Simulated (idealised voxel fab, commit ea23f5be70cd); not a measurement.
The process module that follows is named voxel lift off.
cross-section cut | 165 nm wide | cells 5 nm
Cross-section format: a grid of square cells, given as bands from top to bottom; each band is one or more rows of cells.
A band entry consists of two parts. The first gives the height of the band's top and the height of its bottom, in nm. The rest lists the band's materials from left to right, each with its width in nm. A single material labelled with the word "all across" fills the band from edge to edge, and the word "empty" marks empty space.
Below 0: as-received wafer, all one material; heights counted from there. Lowest band: no bottom, goes on down, written "0 nm and below".
The two numbers in a width such as "30..40" mark its ends across the band: the first belongs to the top row of cells, the second to the bottom row, and from each row to the next the width moves by the same amount.
A step reported as "all unchanged" is a step in which no cell of the cross-section changed.
"Cavities, sealed" specifies each empty space that is not open to the top and that occupies no fewer than 8 cells, using the form width x height at distance, the distance measured from the left edge and all three quantities in nm.
On a step's line, text after the settings is the simulator commenting on that step.
overlay nm: how far to the right of its planned place the mask lay on this masked step (negative: to the left).
# The following list gives the planned process steps
1: RECEIVE, material Si
2: CONFORMAL_DEP, material SiO2, thk nm 10
3: PATTERN, tone open, mask id LINES, material resist, width nm 15, pitch nm 30, thk nm 25, overlay nm 0
4: DIRECTIONAL_DEP, material Ru, thk nm 15
5: STRIP, etch materials resist
6: CONFORMAL_DEP, material SiO2, thk nm 5
# The first of the two wafers, which ran as planned
# Cross-section of the wafer at receipt, which is the condition after step 1
* 0 nm and below | Si all across
* Cavities, sealed: none
# Cross-sectional representation of the wafer at the conclusion of step 2
* 10 nm to 0 nm | SiO2 all across
* Below 0, the layers are the same as they were.
# Cross-sectional representation of the wafer at the conclusion of step 3
* 35 nm to 10 nm | resist=30 | empty=15 | resist=15 | empty=15 | resist=15 | empty=15 | resist=15 | empty=15 | resist=30
* Below 10, the layers are the same as they were.
# Cross-sectional representation of the wafer at the conclusion of step 4
* 50 nm to 35 nm | Ru=30 | empty=15 | Ru=15 | empty=15 | Ru=15 | empty=15 | Ru=15 | empty=15 | Ru=30
* 35 nm to 25 nm | resist=30 | empty=15 | resist=15 | empty=15 | resist=15 | empty=15 | resist=15 | empty=15 | resist=30
* 25 nm to 10 nm | resist=30 | Ru=15 | resist=15 | Ru=15 | resist=15 | Ru=15 | resist=15 | Ru=15 | resist=30
* Below 10, the layers are the same as they were.
# Cross-sectional representation of the wafer at the conclusion of step 5
* 25 nm to 10 nm | empty=30 | Ru=15 | empty=15 | Ru=15 | empty=15 | Ru=15 | empty=15 | Ru=15 | empty=30
* Below 10, the layers are the same as they were.
# Cross-sectional representation of the wafer at the conclusion of step 6
* 30 nm to 25 nm | empty=25 | SiO2=25 | empty=5 | SiO2=25 | empty=5 | SiO2=25 | empty=5 | SiO2=25 | empty=25
* 25 nm to 15 nm | empty=25 | SiO2=5 | Ru=15 | SiO2=5 | empty=5 | SiO2=5 | Ru=15 | SiO2=5 | empty=5 | SiO2=5 | Ru=15 | SiO2=5 | empty=5 | SiO2=5 | Ru=15 | SiO2=5 | empty=25
* 15 nm to 10 nm | SiO2=30 | Ru=15 | SiO2=15 | Ru=15 | SiO2=15 | Ru=15 | SiO2=15 | Ru=15 | SiO2=30
* Below 10, the layers are the same as they were.
# Wafer two of two - same starting point, same process plan, one mistake in execution; matches wafer one up to and including step 1
Second wafer profile in section, at the moment step 2 of the plan was meant to be complete: all unchanged
# Second wafer profile in section, at the moment step 3 of the plan was meant to be complete
* 25 nm to 0 nm | resist=30 | empty=15 | resist=15 | empty=15 | resist=15 | empty=15 | resist=15 | empty=15 | resist=30
* Below 0, the layers are the same as they were.
# Second wafer profile in section, at the moment step 4 of the plan was meant to be complete
* 40 nm to 25 nm | Ru=30 | empty=15 | Ru=15 | empty=15 | Ru=15 | empty=15 | Ru=15 | empty=15 | Ru=30
* 25 nm to 15 nm | resist=30 | empty=15 | resist=15 | empty=15 | resist=15 | empty=15 | resist=15 | empty=15 | resist=30
* 15 nm to 0 nm | resist=30 | Ru=15 | resist=15 | Ru=15 | resist=15 | Ru=15 | resist=15 | Ru=15 | resist=30
* Below 0, the layers are the same as they were.
# Second wafer profile in section, at the moment step 5 of the plan was meant to be complete
* 15 nm to 0 nm | empty=30 | Ru=15 | empty=15 | Ru=15 | empty=15 | Ru=15 | empty=15 | Ru=15 | empty=30
* Below 0, the layers are the same as they were.
# Second wafer profile in section, at the moment step 6 of the plan was meant to be complete
* 20 nm to 15 nm | empty=25 | SiO2=25 | empty=5 | SiO2=25 | empty=5 | SiO2=25 | empty=5 | SiO2=25 | empty=25
* 15 nm to 5 nm | empty=25 | SiO2=5 | Ru=15 | SiO2=5 | empty=5 | SiO2=5 | Ru=15 | SiO2=5 | empty=5 | SiO2=5 | Ru=15 | SiO2=5 | empty=5 | SiO2=5 | Ru=15 | SiO2=5 | empty=25
* 5 nm to 0 nm | SiO2=30 | Ru=15 | SiO2=15 | Ru=15 | SiO2=15 | Ru=15 | SiO2=15 | Ru=15 | SiO2=30
* Below 0, the layers are the same as they were.
Error vs. plan: yeah, step 2 of the plan got skipped, never ran
Once processing is complete, comparing cell counts shows that the second wafer has more or fewer of certain materials than the first: SiO2 -66
